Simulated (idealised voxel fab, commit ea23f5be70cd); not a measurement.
voxel released beams: a process module
Section cut is 205 nm wide and gridded with 5 nm square cells.
Format of a cross-section: grid, square cells. Given as bands. Order: top down. Band: one or more rows of cells. It is stipulated that each band's entry specify, in nanometres, the height of the top of the band and then that of its bottom, followed by the materials of the band in left-to-right sequence, each together with its width in nanometres. A single material marked by the word "everywhere" is understood to fill the band from edge to edge; the word "empty" is understood to denote empty space. Heights are expressed relative to 0, this being the level below which the as-received wafer comprises one material exclusively. The lowest band is unbounded in the downward direction and is denoted as in "0 down". Read "30->40" as a graded width: first number on top, second number at the bottom, same change between each pair of neighbouring rows. The designation "nothing different", where it is given for a processing step, indicates that no cell of the cross-section was altered in the course of that step. Entry "Closed void list" = empty spaces >= 8 cells with no open way to the top; each as width x height at distance, distance from left edge, all nm. It should be noted that, on the line of a given step, the content following the step's settings is a remark produced by the simulator itself with respect to that step. The line of a step may include "overlay nm". On a step with a mask, this value is how far to the right of its planned place the mask lay. A negative value means the mask lay to the left.
**The steps planned for the process are as follows**
1) RECEIVE,material Si
2) CONFORMAL_DEP,material SiN,thk nm 10
3) DIRECTIONAL_DEP,material SiO2,thk nm 20
4) MASKED_ETCH,tone open,mask id ANCHOR,width nm 30,etch materials SiO2,depth nm 20,overlay nm 0
5) CONFORMAL_DEP,material W,thk nm 10
6) MASKED_ETCH,tone cover,mask id BEAM,width nm 85,etch materials W,depth nm 10,overlay nm 0
7) STRIP,etch materials SiO2
**The first wafer of two, processed as planned**
**As-received wafer cross-section (after step 1)**
	0 down  Si everywhere
	Closed void list: none
**Sectional view: wafer, after step 2**
	10 to 0  SiN everywhere
	Under the height 0 nothing was changed.
**Sectional view: wafer, after step 3**
	30 to 10  SiO2 everywhere
	Under the height 10 nothing was changed.
**Sectional view: wafer, after step 4**
	30 to 10  SiO2=60  empty=30  SiO2=115
	Under the height 10 nothing was changed.
**Sectional view: wafer, after step 5**
	40 to 30  W=70  empty=10  W=125
	30 to 20  SiO2=60  W=10  empty=10  W=10  SiO2=115
	20 to 10  SiO2=60  W=30  SiO2=115
	Under the height 10 nothing was changed.
**Sectional view: wafer, after step 6**
	40 to 30  empty=55  W=15  empty=10  W=60  empty=65
	Under the height 30 nothing was changed.
**Sectional view: wafer, after step 7**
	40 to 30  empty=55  W=15  empty=10  W=60  empty=65
	30 to 20  empty=60  W=10  empty=10  W=10  empty=115
	20 to 10  empty=60  W=30  empty=115
	Under the height 10 nothing was changed.
**Wafer two. Identical start, identical plan. One mistake in execution. Identical history through step 5**
**The second wafer cut through, at the time step 6 was supposed to be finished**
	40 to 30  empty=55  W=15  empty=10  W=60  empty=65
	Under the height 30 nothing was changed.
**The second wafer cut through, at the time step 7 was supposed to be finished**
	40 to 30  empty=55  W=15  empty=10  W=60  empty=65
	30 to 20  empty=60  W=10  empty=10  W=10  empty=115
	20 to 10  empty=60  W=30  empty=115
	Under the height 10 nothing was changed.
In executing the process, a mistake was made relative to the plan: it should be noted that step 6 of the plan was executed twice
If you compare the two wafers at the end, their cross-sections are the same, so as far as this model is concerned the mistake changes nothing.
